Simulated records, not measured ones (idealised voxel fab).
This is a process module. Its name is voxel quadruple lines.
Displayed cross-section: cut, width of 265 nm, square cells sized 5 nm.
Think of the cross-section as a grid of square cells. We describe it in bands, top to bottom, and each band covers one or more rows of those cells. Top, bottom (nm), then materials left to right with widths (nm); lone material tagged "all across" fills the whole band edge to edge; "blank" = empty space. Heights are expressed relative to 0, this being the level below which the as-received wafer comprises one material exclusively. The lowest band is unbounded in the downward direction and is denoted as in "top 0, no bottom". Read "30..40" as a graded width: first number on top, second number at the bottom, same change between each pair of neighbouring rows. Step marked "no alterations made"? Then no cell in the cross-section changed in it. "Enclosed void inventory": empty spaces of 8 cells or more with no open way to the top, each given as width x height at distance, distance from the left edge, all in nm. That trailing text on a step's line, after the settings, is the simulator's own remark on the step. The line of a step may include "overlay nm". On a step with a mask, this value is how far to the right of its planned place the mask lay. A negative value means the mask lay to the left.

Process steps (planned)
1. RECEIVE with material Si
2. CONFORMAL_DEP with material SiO2, thk nm 5
3. DIRECTIONAL_DEP with material W, thk nm 10
4. DIRECTIONAL_DEP with material polySi, thk nm 20
5. DIRECTIONAL_DEP with material aC, thk nm 20
6. PATTERN with tone cover, mask id MANDREL, material resist, width nm 25, pitch nm 80, thk nm 25, overlay nm 0
7. DIRECTIONAL_ETCH with etch materials aC, depth nm 20
8. STRIP with etch materials resist
9. CONFORMAL_DEP with material SiO2, thk nm 15
10. DIRECTIONAL_ETCH with etch materials SiO2, depth nm 15
11. STRIP with etch materials aC
12. DIRECTIONAL_ETCH with etch materials polySi, depth nm 20
13. STRIP with etch materials SiO2
14. CONFORMAL_DEP with material SiN, thk nm 5
15. DIRECTIONAL_ETCH with etch materials SiN, depth nm 5
16. STRIP with etch materials polySi
17. DIRECTIONAL_ETCH with etch materials W, depth nm 10
18. STRIP with etch materials SiN
19. FILL_DEP with material lowk, thk nm 10
20. CMP with height nm 15

So this is the incoming wafer in cross-section - it's already been through step 1
	top 0, no bottom: Si all across
	Enclosed void inventory: none

The plan above was carried out on the starting structure above with one mistake, and this cross-section shows the wafer at the end of the module
	top 15, bottom 5: lowk 55 / W 5 / lowk 15 / W 5 / lowk 15 / W 5 / lowk 15 / W 5 / lowk 15 / W 5 / lowk 15 / W 5 / lowk 15 / W 5 / lowk 15 / W 5 / lowk 65
	top 5, bottom 0: SiO2 all across
	top 0, no bottom: Si all across
	Enclosed void inventory: none
The plan and the run diverged here: so step 6 ended up running with a different setting than we planned, it ran as PATTERN with tone cover, mask id MANDREL, material resist, width nm 25, pitch nm 80, thk nm 25, overlay nm -5
